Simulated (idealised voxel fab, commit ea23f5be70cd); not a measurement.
Process module, titled voxel self aligned vias
Cross-section cut spans 285 nm and uses square cells 5 nm in size.
Cross-section spec: square-cell grid; bands listed top down; each band is one or more rows.
Per band: top height and bottom height in nm, followed by the left-to-right materials and their widths in nm; "full width" marks a single material spanning edge to edge, "air" marks empty space.
Heads up on the height convention: 0 is the point under which the incoming wafer is all one material, and the lowest band has no bottom, it just keeps going down, like "0 nm and below".
Think of "30 to 40" as a width that walks from the first number to the second as you go down the band, top row to bottom row, taking equal-sized steps from row to row.
"no change occurred" (step): cross-section cells unchanged, all of them.
Closed-off voids of 8+ cells (no open route to the top) go in "Enclosed void inventory", written width x height at distance from the left edge, in nm.
Post-settings text on a step line: simulator's own remark regarding the step.
overlay nm: how far to the right of its planned place the mask lay on this masked step (negative: to the left).

### Set out below are the planned steps of the process
- 1: RECEIVE,material Si
- 2: CONFORMAL_DEP,material SiO2,thk nm 10
- 3: CONFORMAL_DEP,material SiCN,thk nm 5
- 4: DIRECTIONAL_DEP,material SiO2,thk nm 30
- 5: PATTERN,tone open,mask id LINES,material resist,width nm 30,pitch nm 60,thk nm 15,overlay nm 0
- 6: DIRECTIONAL_ETCH,etch materials SiO2,depth nm 30
- 7: STRIP,etch materials resist
- 8: CONFORMAL_DEP,material TiN,thk nm 5
- 9: FILL_DEP,material W,thk nm 5
- 10: CMP,height nm 45
- 11: SELECTIVE_ETCH,etch materials W Ru TiN,depth nm 10
- 12: FILL_DEP,material SiN,thk nm 5
- 13: CMP,height nm 45
- 14: DIRECTIONAL_DEP,material SiO2,thk nm 15
- 15: MASKED_ETCH,tone open,mask id VIAS,width nm 30,pitch nm 60,etch materials SiO2,depth nm 15,overlay nm 0
- 16: MASKED_ETCH,tone open,mask id VIAS,width nm 40,pitch nm 60,etch materials SiN,depth nm 10,overlay nm 0
- 17: CONFORMAL_DEP,material TiN,thk nm 5
- 18: FILL_DEP,material W,thk nm 10
- 19: CMP,height nm 60
- 20: CONFORMAL_DEP,material SiCN,thk nm 5
Every wafer here starts from the same state; it is the step 15 width nm that distinguishes them, and the value the plan gives belongs to the first wafer.

### First of several wafers, received after step 1, in cross-section
	0 nm and below = Si full width
	Enclosed void inventory: none

### Cross-section of the first of several wafers, taken after step 20, where the module ends
	65 nm to 60 nm = SiCN full width
	60 nm to 40 nm = 95 SiO2 / 5 TiN / 20 W / 5 TiN / 30 SiO2 / 5 TiN / 20 W / 5 TiN / 100 SiO2
	40 nm to 35 nm = 95 SiO2 / 30 TiN / 30 SiO2 / 30 TiN / 100 SiO2
	35 nm to 20 nm = 95 SiO2 / 5 TiN / 20 W / 5 TiN / 30 SiO2 / 5 TiN / 20 W / 5 TiN / 100 SiO2
	20 nm to 15 nm = 95 SiO2 / 30 TiN / 30 SiO2 / 30 TiN / 100 SiO2
	15 nm to 10 nm = SiCN full width
	10 nm to 0 nm = SiO2 full width
	0 nm and below = Si full width
	Enclosed void inventory: none

### Here's the last wafer cross-sectioned at the end of the module
	65 nm to 60 nm = SiCN full width
	60 nm to 50 nm = 90 SiO2 / 5 TiN / 35 W / 5 TiN / 15 SiO2 / 5 TiN / 35 W / 5 TiN / 90 SiO2
	50 nm to 40 nm = 90 to 95 SiO2 / 10 to 5 TiN / 20 W / 15 to 5 TiN / 15 to 30 SiO2 / 10 to 5 TiN / 20 W / 15 to 5 TiN / 90 to 100 SiO2
	40 nm to 35 nm = 95 SiO2 / 30 TiN / 30 SiO2 / 30 TiN / 100 SiO2
	35 nm to 20 nm = 95 SiO2 / 5 TiN / 20 W / 5 TiN / 30 SiO2 / 5 TiN / 20 W / 5 TiN / 100 SiO2
	20 nm to 15 nm = 95 SiO2 / 30 TiN / 30 SiO2 / 30 TiN / 100 SiO2
	15 nm to 10 nm = SiCN full width
	10 nm to 0 nm = SiO2 full width
	0 nm and below = Si full width
	Enclosed void inventory: none

### Take any row and you have a wafer at the end of the module: how many cells of each material it has gained (+) or lost (-) since it was received, and then its closed voids
width nm 30; +114 SiCN; +519 SiO2; +52 TiN; +56 W; Enclosed void inventory: none
width nm 35; +114 SiCN; +513 SiO2; +54 TiN; +60 W; Enclosed void inventory: none
width nm 40; +114 SiCN; +507 SiO2; +56 TiN; +64 W; Enclosed void inventory: none
width nm 45; +114 SiCN; +501 SiO2; +58 TiN; +68 W; Enclosed void inventory: none
